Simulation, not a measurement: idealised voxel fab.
process module | voxel plated lines
cross-section cut | 270 nm wide | cells 5 nm
A cross-section is a grid of square cells, given in bands from the top down. A band is one or more rows of cells.
Each band's line starts with the height of the band's top and of its bottom, in nm. Then come its materials from left to right, each with its width in nm. One material with "throughout" fills the band from edge to edge. "air" is empty space.
Height 0 is the level under which the wafer as received is all one material. The lowest band goes on downwards, as in "0 down".
A width such as "30 to 40" changes by the same amount from each row of cells to the next, from the band's top row to its bottom row.
"no change" after a step means that no cell of the cross-section changed.
closed voids: empty space of 8 cells or more with no open way to the top, each as width x height at its distance from the left edge, in nm
after a step's settings: what the simulator itself notes on the step
overlay nm, on a step with a mask: how far to the right of its planned place the mask lay; to the left if negative
plan
1 op RECEIVE | material Si
2 op CONFORMAL_DEP | material SiN | thk nm 5
3 op DIRECTIONAL_DEP | material TiN | thk nm 5
4 op PATTERN | tone open | mask id LINES | material resist | width nm 20 | pitch nm 40 | thk nm 20 | overlay nm 0
5 op EPI | material Ru | thk nm 5
6 op STRIP | etch materials resist
7 op DIRECTIONAL_ETCH | etch materials TiN | depth nm 5
8 op CONFORMAL_DEP | material SiCN | thk nm 5
as received, after step 1
  0 down: Si throughout
  closed voids: none
a wafer at the end: this start, this plan, one mistake
  30 to 25: air 100 | SiCN 30 | air 10 | SiCN 30 | air 100
  25 to 20: air 100 | SiCN 5 | Ru 20 | SiCN 5 | air 10 | SiCN 5 | Ru 20 | SiCN 5 | air 100
  20 to 15: SiCN 105 | TiN 20 | SiCN 20 | TiN 20 | SiCN 105
  15 to 5: TiN throughout
  5 to 0: SiN throughout
  0 down: Si throughout
  closed voids: none
what went wrong: step 3 ran as: op DIRECTIONAL_DEP | material TiN | thk nm 15
